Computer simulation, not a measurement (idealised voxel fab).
voxel air gaps: a process module
The width of the displayed cross-section, cut, is 210 nm; its cells are square, with a size of 5 nm.
In what follows, cross-sections appear as grids of square cells, described through bands that run from the top down, where every band is one or more rows of cells. Look at the band entry: it leads with the top's height and the bottom's height in nm. Then it lists the materials left to right, with a width in nm for each. The word "full width" on a single material says that material fills the band edge to edge. The word "blank" is empty space. Zero point of the height axis is 0; under it, received wafer = one material. Lowest band: continues down indefinitely, "0..down". The notation "30..40" denotes a width that varies across the rows of cells in the band, beginning at the first number in the top row, finishing at the second number in the bottom row, and changing by an identical amount from each row to the next. The designation "nothing got changed", where it is given for a processing step, indicates that no cell of the cross-section was altered in the course of that step. In "Voids, enclosed" the enclosed voids are listed, meaning empty spaces of 8 cells or larger without any opening to the top. The form is width x height at distance, distance from the left edge, units nm. Where a step's line continues beyond its settings, the continuation is a remark by the simulator itself on that step. On any step carrying a mask, the "overlay nm" setting, if present on the step's line, tells how far right of its planned place the mask lay; negative values point to the left.

**The planned process steps are enumerated hereunder**
| 1 | RECEIVE, material Si |
| 2 | CONFORMAL_DEP, material SiO2, thk nm 10 |
| 3 | CONFORMAL_DEP, material SiN, thk nm 5 |
| 4 | DIRECTIONAL_DEP, material lowk, thk nm 35 |
| 5 | DIRECTIONAL_DEP, material aC, thk nm 15 |
| 6 | PATTERN, tone open, mask id LINES, material resist, width nm 15, pitch nm 45, thk nm 30, overlay nm 0 |
| 7 | DIRECTIONAL_ETCH, etch materials aC, depth nm 5 |
| 8 | STRIP, etch materials resist |
| 9 | DIRECTIONAL_ETCH, etch materials lowk, depth nm 35 |
| 10 | STRIP, etch materials aC |
| 11 | CONFORMAL_DEP, material TiN, thk nm 5 |
| 12 | FILL_DEP, material Ru, thk nm 5 |
| 13 | CMP, height nm 50 |
| 14 | EPI, material Ru, thk nm 10 |
| 15 | SELECTIVE_ETCH, etch materials lowk, depth nm 45 |
| 16 | CONFORMAL_DEP, material SiCN, thk nm 5 |
All wafers enter the flow in the same state. The depth nm at step 7 differs from wafer to wafer, and the plan gives the value for the first wafer.

**Here's the first of the wafers in cross-section, just as we got it, i.e. after step 1**
* 0..down = Si full width
* Voids, enclosed: none

**Take any row and you have a wafer at the end of the module: how many cells of each material it has gained (+) or lost (-) since it was received, and then its closed voids**
depth nm 5; +42 SiCN; +42 SiN; +84 SiO2; Voids, enclosed: none
depth nm 10; +42 SiCN; +42 SiN; +84 SiO2; Voids, enclosed: none
depth nm 15; +80 Ru; +146 SiCN; +42 SiN; +84 SiO2; +60 TiN; Voids, enclosed: 20 x 25 at 50; 20 x 25 at 95; 20 x 25 at 140
depth nm 20; +80 Ru; +146 SiCN; +42 SiN; +84 SiO2; +60 TiN; Voids, enclosed: 20 x 25 at 50; 20 x 25 at 95; 20 x 25 at 140
depth nm 25; +80 Ru; +146 SiCN; +42 SiN; +84 SiO2; +60 TiN; Voids, enclosed: 20 x 25 at 50; 20 x 25 at 95; 20 x 25 at 140
depth nm 30; +80 Ru; +146 SiCN; +42 SiN; +84 SiO2; +60 TiN; Voids, enclosed: 20 x 25 at 50; 20 x 25 at 95; 20 x 25 at 140
